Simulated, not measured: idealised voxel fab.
Proc. module: voxel gate over fins
The figure presents cross-section cut, which has a width of 235 nm and is divided into square cells with an edge length of 5 nm.
Cross-sections here: square-cell grids, written as top-down lists of bands, a band being one or more rows of cells.
Each band's line starts with the height of the band's top and of its bottom, in nm. Then come its materials from left to right, each with its width in nm. One material with "edge to edge" fills the band from edge to edge. "air" is empty space.
Height is counted from the level 0, under which the received wafer is composed throughout of one material. The lowest of the bands is not closed at the bottom but continues downward, in the notation "z 0 and below".
A width such as "30 to 40" changes by the same amount from each row of cells to the next, from the band's top row to its bottom row.
You'll sometimes find "no change" written for a step, and that's the way of saying that nowhere in the cross-section did a cell change during that step.
Empty spaces without an open route to the top, at least 8 cells in extent, make up the entry "Catalogued sealed voids"; each is given as width x height at distance, where the distance is measured from the left edge, and all are in nm.
If you see something after the settings on a step's line, that's the simulator's own remark about that step.
The line of a step may include "overlay nm". On a step with a mask, this value is how far to the right of its planned place the mask lay. A negative value means the mask lay to the left.

The following list gives the planned process steps
1: RECEIVE [material Si]
2: CONFORMAL_DEP [material SiN] [thk nm 5]
3: PATTERN [tone cover] [mask id FINS] [material resist] [width nm 15] [pitch nm 50] [thk nm 20] [overlay nm 0]
4: DIRECTIONAL_ETCH [etch materials SiN] [depth nm 5]
5: DIRECTIONAL_ETCH [etch materials Si] [depth nm 30]
6: STRIP [etch materials resist]
7: FILL_DEP [material SiO2] [thk nm 5]
8: CMP [height nm 5]
9: PATTERN [tone open] [mask id RAIL] [material resist] [width nm 15] [thk nm 20] [overlay nm 0]
10: DIRECTIONAL_ETCH [etch materials SiO2] [depth nm 30]
11: STRIP [etch materials resist]
12: CONFORMAL_DEP [material TiN] [thk nm 5]
13: FILL_DEP [material Ru] [thk nm 5]
14: CMP [height nm 5]
15: SELECTIVE_ETCH [etch materials W Ru TiN] [depth nm 20]
16: FILL_DEP [material SiO2] [thk nm 5]
17: CMP [height nm 5]
18: SELECTIVE_ETCH [etch materials SiO2] [depth nm 15]
19: STRIP [etch materials SiN]
20: CONFORMAL_DEP [material HfO2] [thk nm 5]
21: CONFORMAL_DEP [material TiN] [thk nm 5]
22: CONFORMAL_DEP [material TiAl] [thk nm 5]
23: CONFORMAL_DEP [material TiN] [thk nm 5]
24: FILL_DEP [material W] [thk nm 15]
25: CMP [height nm 30]
26: CONFORMAL_DEP [material SiN] [thk nm 10]

Account of the first of two wafers, which was processed as intended

Cross-section of the wafer upon arrival, representing the state reached after step 1
	z 0 and below  Si edge to edge
	Catalogued sealed voids: none

Presented here is a cross-section of the wafer after step 2 has been performed
	z 5 to 0  SiN edge to edge
	Note: structure below 0 unchanged.

Presented here is a cross-section of the wafer after step 3 has been performed
	z 25 to 5  air (85) | resist (15) | air (35) | resist (15) | air (85)
	Note: structure below 5 unchanged.

Presented here is a cross-section of the wafer after step 4 has been performed
	z 25 to 5  air (85) | resist (15) | air (35) | resist (15) | air (85)
	z 5 to 0  air (85) | SiN (15) | air (35) | SiN (15) | air (85)
	Note: structure below 0 unchanged.

Presented here is a cross-section of the wafer after step 5 has been performed
	z 25 to 5  air (85) | resist (15) | air (35) | resist (15) | air (85)
	z 5 to 0  air (85) | SiN (15) | air (35) | SiN (15) | air (85)
	z 0 to -30  air (85) | Si (15) | air (35) | Si (15) | air (85)
	Note: structure below -30 unchanged.

Presented here is a cross-section of the wafer after step 6 has been performed
	z 5 to 0  air (85) | SiN (15) | air (35) | SiN (15) | air (85)
	Note: structure below 0 unchanged.

Presented here is a cross-section of the wafer after step 7 has been performed
	z 10 to 5  SiO2 edge to edge
	z 5 to 0  SiO2 (85) | SiN (15) | SiO2 (35) | SiN (15) | SiO2 (85)
	z 0 to -30  SiO2 (85) | Si (15) | SiO2 (35) | Si (15) | SiO2 (85)
	Note: structure below -30 unchanged.

Presented here is a cross-section of the wafer after step 8 has been performed
	z 5 to 0  SiO2 (85) | SiN (15) | SiO2 (35) | SiN (15) | SiO2 (85)
	Note: structure below 0 unchanged.

Presented here is a cross-section of the wafer after step 9 has been performed
	z 25 to 5  resist (110) | air (15) | resist (110)
	Note: structure below 5 unchanged.

Presented here is a cross-section of the wafer after step 10 has been performed
	z 25 to 5  resist (110) | air (15) | resist (110)
	z 5 to 0  SiO2 (85) | SiN (15) | SiO2 (10) | air (15) | SiO2 (10) | SiN (15) | SiO2 (85)
	z 0 to -25  SiO2 (85) | Si (15) | SiO2 (10) | air (15) | SiO2 (10) | Si (15) | SiO2 (85)
	Note: structure below -25 unchanged.

Presented here is a cross-section of the wafer after step 11 has been performed
	z 5 to 0  SiO2 (85) | SiN (15) | SiO2 (10) | air (15) | SiO2 (10) | SiN (15) | SiO2 (85)
	Note: structure below 0 unchanged.

Presented here is a cross-section of the wafer after step 12 has been performed
	z 10 to 5  TiN (115) | air (5) | TiN (115)
	z 5 to 0  SiO2 (85) | SiN (15) | SiO2 (10) | TiN (5) | air (5) | TiN (5) | SiO2 (10) | SiN (15) | SiO2 (85)
	z 0 to -20  SiO2 (85) | Si (15) | SiO2 (10) | TiN (5) | air (5) | TiN (5) | SiO2 (10) | Si (15) | SiO2 (85)
	z -20 to -25  SiO2 (85) | Si (15) | SiO2 (10) | TiN (15) | SiO2 (10) | Si (15) | SiO2 (85)
	Note: structure below -25 unchanged.

Presented here is a cross-section of the wafer after step 13 has been performed
	z 15 to 10  Ru edge to edge
	z 10 to 5  TiN (115) | Ru (5) | TiN (115)
	z 5 to 0  SiO2 (85) | SiN (15) | SiO2 (10) | TiN (5) | Ru (5) | TiN (5) | SiO2 (10) | SiN (15) | SiO2 (85)
	z 0 to -20  SiO2 (85) | Si (15) | SiO2 (10) | TiN (5) | Ru (5) | TiN (5) | SiO2 (10) | Si (15) | SiO2 (85)
	Note: structure below -20 unchanged.

Presented here is a cross-section of the wafer after step 14 has been performed
	z 5 to 0  SiO2 (85) | SiN (15) | SiO2 (10) | TiN (5) | Ru (5) | TiN (5) | SiO2 (10) | SiN (15) | SiO2 (85)
	Note: structure below 0 unchanged.

Presented here is a cross-section of the wafer after step 15 has been performed
	z 5 to 0  SiO2 (85) | SiN (15) | SiO2 (10) | air (15) | SiO2 (10) | SiN (15) | SiO2 (85)
	z 0 to -15  SiO2 (85) | Si (15) | SiO2 (10) | air (15) | SiO2 (10) | Si (15) | SiO2 (85)
	Note: structure below -15 unchanged.

Presented here is a cross-section of the wafer after step 16 has been performed
	z 10 to 5  SiO2 edge to edge
	z 5 to 0  SiO2 (85) | SiN (15) | SiO2 (35) | SiN (15) | SiO2 (85)
	z 0 to -15  SiO2 (85) | Si (15) | SiO2 (35) | Si (15) | SiO2 (85)
	Note: structure below -15 unchanged.

Presented here is a cross-section of the wafer after step 17 has been performed
	z 5 to 0  SiO2 (85) | SiN (15) | SiO2 (35) | SiN (15) | SiO2 (85)
	Note: structure below 0 unchanged.

Presented here is a cross-section of the wafer after step 18 has been performed
	z 5 to 0  air (85) | SiN (15) | air (35) | SiN (15) | air (85)
	z 0 to -10  air (85) | Si (15) | air (35) | Si (15) | air (85)
	Note: structure below -10 unchanged.

Presented here is a cross-section of the wafer after step 19 has been performed
	z 0 to -10  air (85) | Si (15) | air (35) | Si (15) | air (85)
	Note: structure below -10 unchanged.

Presented here is a cross-section of the wafer after step 20 has been performed
	z 5 to 0  air (80) | HfO2 (25) | air (25) | HfO2 (25) | air (80)
	z 0 to -5  air (80) | HfO2 (5) | Si (15) | HfO2 (5) | air (25) | HfO2 (5) | Si (15) | HfO2 (5) | air (80)
	z -5 to -10  HfO2 (85) | Si (15) | HfO2 (35) | Si (15) | HfO2 (85)
	Note: structure below -10 unchanged.

Presented here is a cross-section of the wafer after step 21 has been performed
	z 10 to 5  air (75) | TiN (35) | air (15) | TiN (35) | air (75)
	z 5 to 0  air (75) | TiN (5) | HfO2 (25) | TiN (5) | air (15) | TiN (5) | HfO2 (25) | TiN (5) | air (75)
	z 0 to -5  TiN (80) | HfO2 (5) | Si (15) | HfO2 (5) | TiN (25) | HfO2 (5) | Si (15) | HfO2 (5) | TiN (80)
	Note: structure below -5 unchanged.

Presented here is a cross-section of the wafer after step 22 has been performed
	z 15 to 10  air (70) | TiAl (45) | air (5) | TiAl (45) | air (70)
	z 10 to 5  air (70) | TiAl (5) | TiN (35) | TiAl (5) | air (5) | TiAl (5) | TiN (35) | TiAl (5) | air (70)
	z 5 to 0  TiAl (75) | TiN (5) | HfO2 (25) | TiN (5) | TiAl (15) | TiN (5) | HfO2 (25) | TiN (5) | TiAl (75)
	Note: structure below 0 unchanged.

Presented here is a cross-section of the wafer after step 23 has been performed
	z 20 to 15  air (65) | TiN (105) | air (65)
	z 15 to 10  air (65) | TiN (5) | TiAl (45) | TiN (5) | TiAl (45) | TiN (5) | air (65)
	z 10 to 5  TiN (70) | TiAl (5) | TiN (35) | TiAl (5) | TiN (5) | TiAl (5) | TiN (35) | TiAl (5) | TiN (70)
	Note: structure below 5 unchanged.

Presented here is a cross-section of the wafer after step 24 has been performed
	z 35 to 20  W edge to edge
	z 20 to 15  W (65) | TiN (105) | W (65)
	z 15 to 10  W (65) | TiN (5) | TiAl (45) | TiN (5) | TiAl (45) | TiN (5) | W (65)
	Note: structure below 10 unchanged.

Presented here is a cross-section of the wafer after step 25 has been performed
	z 30 to 20  W edge to edge
	Note: structure below 20 unchanged.

Presented here is a cross-section of the wafer after step 26 has been performed
	z 40 to 30  SiN edge to edge
	Note: structure below 30 unchanged.

For the second wafer, take the first wafer's start and plan, then add one mistake made in running it; everything through step 8, that step included, is shared with the first

Cross-sectional view of the second wafer at the intended end time of process step 9
	z 25 to 5  air (110) | resist (15) | air (110)
	Note: structure below 5 unchanged.

Cross-sectional view of the second wafer at the intended end time of process step 10
	z 25 to 5  air (110) | resist (15) | air (110)
	z 5 to 0  air (85) | SiN (15) | air (10) | SiO2 (15) | air (10) | SiN (15) | air (85)
	z 0 to -25  air (85) | Si (15) | air (10) | SiO2 (15) | air (10) | Si (15) | air (85)
	Note: structure below -25 unchanged.

Cross-sectional view of the second wafer at the intended end time of process step 11
	z 5 to 0  air (85) | SiN (15) | air (10) | SiO2 (15) | air (10) | SiN (15) | air (85)
	Note: structure below 0 unchanged.

Cross-sectional view of the second wafer at the intended end time of process step 12
	z 10 to 5  air (80) | TiN (75) | air (80)
	z 5 to 0  air (80) | TiN (5) | SiN (15) | TiN (10) | SiO2 (15) | TiN (10) | SiN (15) | TiN (5) | air (80)
	z 0 to -20  air (80) | TiN (5) | Si (15) | TiN (10) | SiO2 (15) | TiN (10) | Si (15) | TiN (5) | air (80)
	z -20 to -25  TiN (85) | Si (15) | TiN (10) | SiO2 (15) | TiN (10) | Si (15) | TiN (85)
	Note: structure below -25 unchanged.

Cross-sectional view of the second wafer at the intended end time of process step 13
	z 15 to 10  Ru edge to edge
	z 10 to 5  Ru (80) | TiN (75) | Ru (80)
	z 5 to 0  Ru (80) | TiN (5) | SiN (15) | TiN (10) | SiO2 (15) | TiN (10) | SiN (15) | TiN (5) | Ru (80)
	z 0 to -20  Ru (80) | TiN (5) | Si (15) | TiN (10) | SiO2 (15) | TiN (10) | Si (15) | TiN (5) | Ru (80)
	Note: structure below -20 unchanged.

Cross-sectional view of the second wafer at the intended end time of process step 14
	z 5 to 0  Ru (80) | TiN (5) | SiN (15) | TiN (10) | SiO2 (15) | TiN (10) | SiN (15) | TiN (5) | Ru (80)
	Note: structure below 0 unchanged.

Cross-sectional view of the second wafer at the intended end time of process step 15
	z 5 to 0  air (85) | SiN (15) | air (10) | SiO2 (15) | air (10) | SiN (15) | air (85)
	z 0 to -15  air (85) | Si (15) | air (10) | SiO2 (15) | air (10) | Si (15) | air (85)
	Note: structure below -15 unchanged.

Cross-sectional view of the second wafer at the intended end time of process step 16
	z 10 to 5  SiO2 edge to edge
	z 5 to 0  SiO2 (85) | SiN (15) | SiO2 (35) | SiN (15) | SiO2 (85)
	z 0 to -15  SiO2 (85) | Si (15) | SiO2 (35) | Si (15) | SiO2 (85)
	Note: structure below -15 unchanged.

Cross-sectional view of the second wafer at the intended end time of process step 17
	z 5 to 0  SiO2 (85) | SiN (15) | SiO2 (35) | SiN (15) | SiO2 (85)
	Note: structure below 0 unchanged.

Cross-sectional view of the second wafer at the intended end time of process step 18
	z 5 to 0  air (85) | SiN (15) | air (35) | SiN (15) | air (85)
	z 0 to -10  air (85) | Si (15) | air (35) | Si (15) | air (85)
	Note: structure below -10 unchanged.

Cross-sectional view of the second wafer at the intended end time of process step 19
	z 0 to -10  air (85) | Si (15) | air (35) | Si (15) | air (85)
	Note: structure below -10 unchanged.

Cross-sectional view of the second wafer at the intended end time of process step 20
	z 5 to 0  air (80) | HfO2 (25) | air (25) | HfO2 (25) | air (80)
	z 0 to -5  air (80) | HfO2 (5) | Si (15) | HfO2 (5) | air (25) | HfO2 (5) | Si (15) | HfO2 (5) | air (80)
	z -5 to -10  HfO2 (85) | Si (15) | HfO2 (35) | Si (15) | HfO2 (85)
	Note: structure below -10 unchanged.

Cross-sectional view of the second wafer at the intended end time of process step 21
	z 10 to 5  air (75) | TiN (35) | air (15) | TiN (35) | air (75)
	z 5 to 0  air (75) | TiN (5) | HfO2 (25) | TiN (5) | air (15) | TiN (5) | HfO2 (25) | TiN (5) | air (75)
	z 0 to -5  TiN (80) | HfO2 (5) | Si (15) | HfO2 (5) | TiN (25) | HfO2 (5) | Si (15) | HfO2 (5) | TiN (80)
	Note: structure below -5 unchanged.

Cross-sectional view of the second wafer at the intended end time of process step 22
	z 15 to 10  air (70) | TiAl (45) | air (5) | TiAl (45) | air (70)
	z 10 to 5  air (70) | TiAl (5) | TiN (35) | TiAl (5) | air (5) | TiAl (5) | TiN (35) | TiAl (5) | air (70)
	z 5 to 0  TiAl (75) | TiN (5) | HfO2 (25) | TiN (5) | TiAl (15) | TiN (5) | HfO2 (25) | TiN (5) | TiAl (75)
	Note: structure below 0 unchanged.

Cross-sectional view of the second wafer at the intended end time of process step 23
	z 20 to 15  air (65) | TiN (105) | air (65)
	z 15 to 10  air (65) | TiN (5) | TiAl (45) | TiN (5) | TiAl (45) | TiN (5) | air (65)
	z 10 to 5  TiN (70) | TiAl (5) | TiN (35) | TiAl (5) | TiN (5) | TiAl (5) | TiN (35) | TiAl (5) | TiN (70)
	Note: structure below 5 unchanged.

Cross-sectional view of the second wafer at the intended end time of process step 24
	z 35 to 20  W edge to edge
	z 20 to 15  W (65) | TiN (105) | W (65)
	z 15 to 10  W (65) | TiN (5) | TiAl (45) | TiN (5) | TiAl (45) | TiN (5) | W (65)
	Note: structure below 10 unchanged.

Cross-sectional view of the second wafer at the intended end time of process step 25
	z 30 to 20  W edge to edge
	Note: structure below 20 unchanged.

Cross-sectional view of the second wafer at the intended end time of process step 26
	z 40 to 30  SiN edge to edge
	Note: structure below 30 unchanged.
Finding, execution versus plan: step 9 was not run as planned; what actually ran was PATTERN [tone cover] [mask id RAIL] [material resist] [width nm 15] [thk nm 20] [overlay nm 0]
Cell-count delta at end, second wafer over first, by material: 31 more of Ru; 70 fewer of SiO2; 39 more of TiN
